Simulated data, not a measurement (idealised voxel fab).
Presented below is a process module, voxel wiring stack.
Shown is cross-section cut, with a width of 215 nm and square cells of size 5 nm.
Cross-section = grid of square cells, listed top down in bands; band = one or more rows.
Per band: top height and bottom height in nm, followed by the left-to-right materials and their widths in nm; "everywhere" marks a single material spanning edge to edge, "blank" marks empty space.
Basically, 0 is our baseline, since under it the wafer straight out of the box is all one material. The bottom band has no lower end and keeps on going down, so it looks like "z 0 and below".
Width "30 to 40": first value at the band's top row of cells, second value at its bottom row, equal change from row to row.
Reading "nothing altered" for a step: not a cell of the cross-section changed in it.
Closed-off voids of 8+ cells (no open route to the top) go in "Closed internal cavities", written width x height at distance from the left edge, in nm.
On a step's line, text after the settings is the simulator commenting on that step.
overlay nm: on a step with a mask, how far right of its planned place the mask lay; negative means left.

**The steps planned for the process are as follows**
- 1: RECEIVE, material Si
- 2: CONFORMAL_DEP, material SiO2, thk nm 15
- 3: DIRECTIONAL_DEP, material TiN, thk nm 5
- 4: DIRECTIONAL_DEP, material Ru, thk nm 20
- 5: MASKED_ETCH, tone cover, mask id METAL_1, width nm 25, pitch nm 55, etch materials Ru, depth nm 20, overlay nm 0
- 6: MASKED_ETCH, tone cover, mask id METAL_1, width nm 25, pitch nm 55, etch materials TiN, depth nm 5, overlay nm 0
- 7: CONFORMAL_DEP, material SiN, thk nm 5
- 8: FILL_DEP, material lowk, thk nm 5
- 9: CMP, height nm 40
- 10: CONFORMAL_DEP, material SiCN, thk nm 5
- 11: DIRECTIONAL_DEP, material SiO2, thk nm 30
- 12: PATTERN, tone open, mask id METAL_2, material resist, width nm 25, pitch nm 55, thk nm 15, overlay nm 0
- 13: DIRECTIONAL_ETCH, etch materials SiO2, depth nm 20
- 14: STRIP, etch materials resist
- 15: DIRECTIONAL_DEP, material aC, thk nm 15
- 16: PATTERN, tone open, mask id METAL_2_HOLES, material resist, width nm 15, pitch nm 55, thk nm 30, overlay nm 0
- 17: DIRECTIONAL_ETCH, etch materials aC, depth nm 15
- 18: STRIP, etch materials resist
- 19: DIRECTIONAL_ETCH, etch materials SiO2, depth nm 10
- 20: DIRECTIONAL_ETCH, etch materials SiCN, depth nm 5
- 21: STRIP, etch materials aC
- 22: CONFORMAL_DEP, material TiN, thk nm 5
- 23: FILL_DEP, material Cu, thk nm 10
- 24: CMP, height nm 75
- 25: CONFORMAL_DEP, material SiCN, thk nm 5

**Cross-section of the wafer at receipt, which is the condition after step 1**
> z 0 and below  Si everywhere
> Closed internal cavities: none

**Cross-section, first of two wafers, end of module, run as planned**
> z 80 to 75  SiCN everywhere
> z 75 to 60  SiO2=40, then TiN=5, then Cu=15, then TiN=5, then SiO2=30, then TiN=5, then Cu=15, then TiN=5, then SiO2=30, then TiN=5, then Cu=15, then TiN=5, then SiO2=40
> z 60 to 55  SiO2=40, then TiN=5, then Cu=5, then TiN=15, then SiO2=30, then TiN=5, then Cu=5, then TiN=15, then SiO2=30, then TiN=5, then Cu=5, then TiN=15, then SiO2=40
> z 55 to 45  SiO2=40, then TiN=5, then Cu=5, then TiN=5, then SiO2=40, then TiN=5, then Cu=5, then TiN=5, then SiO2=40, then TiN=5, then Cu=5, then TiN=5, then SiO2=50
> z 45 to 40  SiCN=40, then TiN=15, then SiCN=40, then TiN=15, then SiCN=40, then TiN=15, then SiCN=50
> z 40 to 20  lowk=35, then SiN=5, then Ru=25, then SiN=5, then lowk=20, then SiN=5, then Ru=25, then SiN=5, then lowk=20, then SiN=5, then Ru=25, then SiN=5, then lowk=35
> z 20 to 15  SiN=40, then TiN=25, then SiN=30, then TiN=25, then SiN=30, then TiN=25, then SiN=40
> z 15 to 0  SiO2 everywhere
> z 0 and below  Si everywhere
> Closed internal cavities: none

**Second of two wafers, module complete, sectioned: it shares the first wafer's start and plan but was run with one mistake**
> z 80 to 75  SiCN everywhere
> z 75 to 60  SiO2=40, then TiN=5, then Cu=15, then TiN=5, then SiO2=30, then TiN=5, then Cu=15, then TiN=5, then SiO2=30, then TiN=5, then Cu=15, then TiN=5, then SiO2=40
> z 60 to 55  SiO2=40, then TiN=5, then Cu=5, then TiN=15, then SiO2=30, then TiN=5, then Cu=5, then TiN=15, then SiO2=30, then TiN=5, then Cu=5, then TiN=15, then SiO2=40
> z 55 to 45  SiO2=40, then TiN=5, then Cu=5, then TiN=5, then SiO2=40, then TiN=5, then Cu=5, then TiN=5, then SiO2=40, then TiN=5, then Cu=5, then TiN=5, then SiO2=50
> z 45 to 40  SiCN=40, then TiN=15, then SiCN=40, then TiN=15, then SiCN=40, then TiN=15, then SiCN=50
> z 40 to 25  lowk=35, then SiN=5, then Ru=25, then SiN=5, then lowk=20, then SiN=5, then Ru=25, then SiN=5, then lowk=20, then SiN=5, then Ru=25, then SiN=5, then lowk=35
> z 25 to 20  SiN=40, then Ru=25, then SiN=30, then Ru=25, then SiN=30, then Ru=25, then SiN=40
> z 20 to 5  SiO2 everywhere
> z 5 to 0  TiN everywhere
> z 0 and below  Si everywhere
> Closed internal cavities: none
Finding, execution versus plan: order of steps 2 and 3 inverted relative to the plan
Final cells, second wafer relative to first, materials higher or lower: SiN -6; TiN +28; lowk -22
